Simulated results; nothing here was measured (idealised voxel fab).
This is a process module. Its name is voxel wiring stack.
It is cross-section cut that appears here, measuring 225 nm in width, its square cells being 5 nm in size.
Cross-section spec: square-cell grid; bands listed top down; each band is one or more rows.
The band entry comprises the height of the band's top followed by the height of its bottom, expressed in nm, and subsequently the band's materials from left to right, each stated together with its width in nm. Where a single material is marked with the word "all across", that material fills the band from edge to edge. The word "air" represents empty space.
A quick word on heights: they are counted from 0, and under that level the wafer as it came to us is one material throughout. The lowest band is different from the rest in having no bottom; it simply continues downward, written as in "top 0, no bottom".
Top row gets the first number, bottom row gets the second, and each row in between changes by the same step: that is how a band width like "30->40" works.
"no alteration" after a step means that no cell of the cross-section changed.
For the entry "Closed void roster", the listed items are empty spaces with no open way to the top whose size is 8 cells or more; each item follows the pattern width x height at distance, where distance is from the left edge and all three are in nm.
Heads up: the bit after the settings on a step's line is the simulator's remark on that step.
overlay nm: for a step with a mask, the amount by which the mask lay right of where it was planned; a negative amount means left of it.
**The following list gives the planned process steps**
1. op RECEIVE | material Si
2. op CONFORMAL_DEP | material SiO2 | thk nm 10
3. op DIRECTIONAL_DEP | material TiN | thk nm 5
4. op DIRECTIONAL_DEP | material W | thk nm 20
5. op DIRECTIONAL_DEP | material aC | thk nm 15
6. op PATTERN | tone cover | mask id METAL_1 | material resist | width nm 30 | pitch nm 55 | thk nm 30 | overlay nm 0
7. op DIRECTIONAL_ETCH | etch materials aC | depth nm 15
8. op STRIP | etch materials resist
9. op DIRECTIONAL_ETCH | etch materials W | depth nm 20
10. op DIRECTIONAL_ETCH | etch materials TiN | depth nm 5
11. op STRIP | etch materials aC
12. op CONFORMAL_DEP | material SiCN | thk nm 5
13. op FILL_DEP | material lowk | thk nm 5
14. op CMP | height nm 35
15. op CONFORMAL_DEP | material SiCN | thk nm 5
16. op DIRECTIONAL_DEP | material SiO2 | thk nm 35
17. op DIRECTIONAL_DEP | material aC | thk nm 15
18. op PATTERN | tone open | mask id METAL_2 | material resist | width nm 30 | pitch nm 55 | thk nm 35 | overlay nm 0
19. op DIRECTIONAL_ETCH | etch materials aC | depth nm 15
20. op STRIP | etch materials resist
21. op DIRECTIONAL_ETCH | etch materials SiO2 | depth nm 20
22. op STRIP | etch materials aC
23. op DIRECTIONAL_DEP | material aC | thk nm 15
24. op PATTERN | tone open | mask id METAL_2_HOLES | material resist | width nm 15 | pitch nm 55 | thk nm 35 | overlay nm 0
25. op DIRECTIONAL_ETCH | etch materials aC | depth nm 15
26. op STRIP | etch materials resist
27. op DIRECTIONAL_ETCH | etch materials SiO2 | depth nm 15
28. op DIRECTIONAL_ETCH | etch materials SiCN | depth nm 5
29. op STRIP | etch materials aC
30. op CONFORMAL_DEP | material TiN | thk nm 5
31. op FILL_DEP | material Ru | thk nm 10
32. op CMP | height nm 75
33. op CONFORMAL_DEP | material SiCN | thk nm 5
34. op DIRECTIONAL_DEP | material lowk | thk nm 10
35. op DIRECTIONAL_DEP | material aC | thk nm 10
36. op PATTERN | tone open | mask id PLUG_2 | material resist | width nm 15 | pitch nm 55 | thk nm 30 | overlay nm 0
37. op DIRECTIONAL_ETCH | etch materials aC | depth nm 10
38. op STRIP | etch materials resist
39. op DIRECTIONAL_ETCH | etch materials lowk | depth nm 10
40. op DIRECTIONAL_ETCH | etch materials SiCN | depth nm 5
41. op STRIP | etch materials aC
42. op CONFORMAL_DEP | material TiN | thk nm 5
43. op FILL_DEP | material W | thk nm 10
44. op CMP | height nm 90
45. op DIRECTIONAL_DEP | material TiN | thk nm 5
46. op DIRECTIONAL_DEP | material Ru | thk nm 25
47. op DIRECTIONAL_DEP | material aC | thk nm 10
48. op PATTERN | tone cover | mask id METAL_3 | material resist | width nm 30 | pitch nm 55 | thk nm 25 | overlay nm 0
49. op DIRECTIONAL_ETCH | etch materials aC | depth nm 10
50. op STRIP | etch materials resist
51. op DIRECTIONAL_ETCH | etch materials Ru | depth nm 25
52. op DIRECTIONAL_ETCH | etch materials TiN | depth nm 5
53. op STRIP | etch materials aC
54. op CONFORMAL_DEP | material SiCN | thk nm 5
55. op FILL_DEP | material lowk | thk nm 10
56. op CMP | height nm 120
57. op CONFORMAL_DEP | material SiN | thk nm 5
**Cross-section, incoming material, after step 1**
top 0, no bottom  Si all across
Closed void roster: none
**Same starting wafer, same plan as above, one mistake in the execution; this is the cross-section at the end of the module**
top 125, bottom 120  SiN all across
top 120, bottom 95  lowk 10; SiCN 5; Ru 30; SiCN 5; lowk 15; SiCN 5; Ru 30; SiCN 5; lowk 15; SiCN 5; Ru 30; SiCN 5; lowk 15; SiCN 5; Ru 30; SiCN 5; lowk 10
top 95, bottom 90  SiCN 15; TiN 30; SiCN 25; TiN 30; SiCN 25; TiN 30; SiCN 25; TiN 30; SiCN 15
top 90, bottom 80  lowk 15; TiN 5; W 5; TiN 5; lowk 40; TiN 5; W 5; TiN 5; lowk 40; TiN 5; W 5; TiN 5; lowk 40; TiN 5; W 5; TiN 5; lowk 30
top 80, bottom 75  SiCN 15; TiN 15; SiCN 40; TiN 15; SiCN 40; TiN 15; SiCN 40; TiN 15; SiCN 30
top 75, bottom 65  Ru all across
top 65, bottom 60  TiN 20; Ru 20; TiN 35; Ru 20; TiN 35; Ru 20; TiN 35; Ru 20; TiN 20
top 60, bottom 55  SiO2 15; TiN 20; Ru 5; TiN 5; SiO2 25; TiN 20; Ru 5; TiN 5; SiO2 25; TiN 20; Ru 5; TiN 5; SiO2 25; TiN 20; Ru 5; TiN 5; SiO2 15
top 55, bottom 40  SiO2 30; TiN 5; Ru 5; TiN 5; SiO2 40; TiN 5; Ru 5; TiN 5; SiO2 40; TiN 5; Ru 5; TiN 5; SiO2 40; TiN 5; Ru 5; TiN 5; SiO2 15
top 40, bottom 35  SiCN 30; TiN 15; SiCN 40; TiN 15; SiCN 40; TiN 15; SiCN 40; TiN 15; SiCN 15
top 35, bottom 15  lowk 10; SiCN 5; W 30; SiCN 5; lowk 15; SiCN 5; W 30; SiCN 5; lowk 15; SiCN 5; W 30; SiCN 5; lowk 15; SiCN 5; W 30; SiCN 5; lowk 10
top 15, bottom 10  SiCN 15; TiN 30; SiCN 25; TiN 30; SiCN 25; TiN 30; SiCN 25; TiN 30; SiCN 15
top 10, bottom 0  SiO2 all across
top 0, no bottom  Si all across
Closed void roster: none
Deviation from plan: step 24 was run on a setting that differed from the plan, and what really ran there is op PATTERN | tone cover | mask id METAL_2_HOLES | material resist | width nm 15 | pitch nm 55 | thk nm 35 | overlay nm 0
